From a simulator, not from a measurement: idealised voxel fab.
Module name: voxel tone inversion (process module)
cross-section cut | 150 nm wide | cells 5 nm
We lay out every cross-section as a grid of square cells and spell it out in bands from the top down, where one band means one or more rows of cells.
For a band, the entry starts with two heights in nm, that of the top and then that of the bottom, and carries on with the band's materials in order from left to right, each alongside its width in nm; the word "all across" beside a single material means it fills the band edge to edge, and "empty" means empty space.
Beneath 0, the wafer as received is one material, and that level is where height counting begins. The lowest band goes on downward without a bottom; it is written like "0 nm and below".
The expression "30->40" gives the width at the extremes of the band, the first number at its top row of cells and the second at its bottom row, with the width changing by equal amounts from each row to the next in between.
Basically "changes: none" means that step didn't change any cell in the cross-section.
Any empty space of 8 cells or more lacking an open way to the top shows up in "Unvented internal voids" as width x height at distance, distance from the left edge, in nm.
Past the settings on a step's line: simulator remark, on that step.
Steps that use a mask can have "overlay nm" on their line. It says how far the mask sat to the right of where it was meant to be. Negative means to the left.
This section lists the process steps that were planned:
- 1: op RECEIVE | material Si
- 2: op CONFORMAL_DEP | material SiN | thk nm 10
- 3: op DIRECTIONAL_DEP | material aC | thk nm 25
- 4: op PATTERN | tone cover | mask id POSTS | material resist | width nm 15 | pitch nm 45 | thk nm 30 | overlay nm 0
- 5: op DIRECTIONAL_ETCH | etch materials aC | depth nm 25
- 6: op STRIP | etch materials resist
- 7: op FILL_DEP | material SiO2 | thk nm 5
- 8: op CMP | height nm 35
- 9: op STRIP | etch materials aC
- 10: op CONFORMAL_DEP | material TiN | thk nm 5
- 11: op FILL_DEP | material W | thk nm 5
- 12: op CMP | height nm 35
- 13: op CONFORMAL_DEP | material SiCN | thk nm 5
Cross-section, incoming material, after step 1:
> 0 nm and below: Si all across
> Unvented internal voids: none
End-of-module XS, first of two wafers, run as planned:
> 40 nm to 35 nm: SiCN all across
> 35 nm to 15 nm: 20 of SiO2 | 5 of TiN | 5 of W | 5 of TiN | 30 of SiO2 | 5 of TiN | 5 of W | 5 of TiN | 30 of SiO2 | 5 of TiN | 5 of W | 5 of TiN | 25 of SiO2
> 15 nm to 10 nm: 20 of SiO2 | 15 of TiN | 30 of SiO2 | 15 of TiN | 30 of SiO2 | 15 of TiN | 25 of SiO2
> 10 nm to 0 nm: SiN all across
> 0 nm and below: Si all across
> Unvented internal voids: none
Second wafer through the module, sectioned at the end: same beginning and same plan as the first wafer, with one mistake in carrying it out:
> 40 nm to 35 nm: SiCN all across
> 35 nm to 15 nm: 15 of SiO2 | 5 of TiN | 5 of W | 5 of TiN | 30 of SiO2 | 5 of TiN | 5 of W | 5 of TiN | 30 of SiO2 | 5 of TiN | 5 of W | 5 of TiN | 30 of SiO2
> 15 nm to 10 nm: 15 of SiO2 | 15 of TiN | 30 of SiO2 | 15 of TiN | 30 of SiO2 | 15 of TiN | 30 of SiO2
> 10 nm to 0 nm: SiN all across
> 0 nm and below: Si all across
> Unvented internal voids: none
What was the processing mistake? not per plan at step 4, really ran op PATTERN | tone cover | mask id POSTS | material resist | width nm 15 | pitch nm 45 | thk nm 30 | overlay nm -5
Final state: per-material cell counts identical on both wafers; locations differ.
